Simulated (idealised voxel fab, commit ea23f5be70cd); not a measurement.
voxel gate over fins: a process module
cross-section cut | 225 nm wide | cells 5 nm
In this document a cross-section is written as a grid of square cells. It is given as a series of bands, listed from the top down, and a band is one or more rows of cells. A band entry consists of two parts. The first gives the height of the band's top and the height of its bottom, in nm. The rest lists the band's materials from left to right, each with its width in nm. A single material labelled with the word "edge to edge" fills the band from edge to edge, and the word "empty" marks empty space. Height is counted from the level 0, under which the received wafer is composed throughout of one material. The lowest of the bands is not closed at the bottom but continues downward, in the notation "top 0, no bottom". The expression "30 to 40" gives the width at the extremes of the band, the first number at its top row of cells and the second at its bottom row, with the width changing by equal amounts from each row to the next in between. "nothing was modified" after a step means that no cell of the cross-section changed. Closed-off voids of 8+ cells (no open route to the top) go in "Trapped cavities", written width x height at distance from the left edge, in nm. Past the settings on a step's line: simulator remark, on that step. "overlay nm" answers the question of how far to the right of plan the mask lay on a step that has a mask, and when it is negative the answer is to the left.
The following list gives the planned process steps
- 1: RECEIVE | material Si
- 2: CONFORMAL_DEP | material SiN | thk nm 5
- 3: PATTERN | tone cover | mask id FINS | material resist | width nm 15 | pitch nm 40 | thk nm 15 | overlay nm 0
- 4: DIRECTIONAL_ETCH | etch materials SiN | depth nm 5
- 5: DIRECTIONAL_ETCH | etch materials Si | depth nm 40
- 6: STRIP | etch materials resist
- 7: OXIDIZE | depth nm 5
- 8: FILL_DEP | material SiO2 | thk nm 10
- 9: CMP | height nm 5
- 10: SELECTIVE_ETCH | etch materials SiO2 | depth nm 15
- 11: STRIP | etch materials SiN
- 12: CONFORMAL_DEP | material HfO2 | thk nm 5
- 13: CONFORMAL_DEP | material TiN | thk nm 5
- 14: FILL_DEP | material W | thk nm 15
- 15: CMP | height nm 20
- 16: CONFORMAL_DEP | material SiCN | thk nm 5
Cross-section of the wafer upon arrival, representing the state reached after step 1
- top 0, no bottom | Si edge to edge
- Trapped cavities: none
Cross-sectional image of the first of two wafers at the end of the module, the run having proceeded as planned
- top 25, bottom 20 | SiCN edge to edge
- top 20, bottom 10 | W edge to edge
- top 10, bottom 5 | 40 W / 25 TiN / 15 W / 25 TiN / 15 W / 25 TiN / 15 W / 25 TiN / 40 W
- top 5, bottom 0 | 40 W / 5 TiN / 15 HfO2 / 5 TiN / 15 W / 5 TiN / 15 HfO2 / 5 TiN / 15 W / 5 TiN / 15 HfO2 / 5 TiN / 15 W / 5 TiN / 15 HfO2 / 5 TiN / 40 W
- top 0, bottom -5 | 45 TiN / 5 HfO2 / 5 Si / 5 HfO2 / 25 TiN / 5 HfO2 / 5 Si / 5 HfO2 / 25 TiN / 5 HfO2 / 5 Si / 5 HfO2 / 25 TiN / 5 HfO2 / 5 Si / 5 HfO2 / 45 TiN
- top -5, bottom -10 | 50 HfO2 / 5 Si / 35 HfO2 / 5 Si / 35 HfO2 / 5 Si / 35 HfO2 / 5 Si / 50 HfO2
- top -10, bottom -45 | 50 SiO2 / 5 Si / 35 SiO2 / 5 Si / 35 SiO2 / 5 Si / 35 SiO2 / 5 Si / 50 SiO2
- top -45, no bottom | Si edge to edge
- Trapped cavities: none
Here's the second of our two wafers sectioned at module end. Same start as the first, same plan, but one mistake got made running it
- top 25, bottom 20 | SiCN edge to edge
- top 20, bottom 10 | W edge to edge
- top 10, bottom 5 | 40 W / 25 TiN / 15 W / 25 TiN / 15 W / 25 TiN / 15 W / 25 TiN / 40 W
- top 5, bottom 0 | 40 W / 5 TiN / 15 SiN / 5 TiN / 15 W / 5 TiN / 15 SiN / 5 TiN / 15 W / 5 TiN / 15 SiN / 5 TiN / 15 W / 5 TiN / 15 SiN / 5 TiN / 40 W
- top 0, bottom -5 | 45 TiN / 5 SiN / 5 Si / 5 SiN / 25 TiN / 5 SiN / 5 Si / 5 SiN / 25 TiN / 5 SiN / 5 Si / 5 SiN / 25 TiN / 5 SiN / 5 Si / 5 SiN / 45 TiN
- top -5, bottom -10 | 50 SiN / 5 Si / 35 SiN / 5 Si / 35 SiN / 5 Si / 35 SiN / 5 Si / 50 SiN
- top -10, bottom -45 | 50 SiO2 / 5 Si / 35 SiO2 / 5 Si / 35 SiO2 / 5 Si / 35 SiO2 / 5 Si / 50 SiO2
- top -45, no bottom | Si edge to edge
- Trapped cavities: none
Finding, execution versus plan: step 12 did not use the planned setting and instead ran as CONFORMAL_DEP | material SiN | thk nm 5
Bottom line after processing is that, in cells, the second wafer is up or down on some materials versus the first: HfO2 -61 | SiN +61
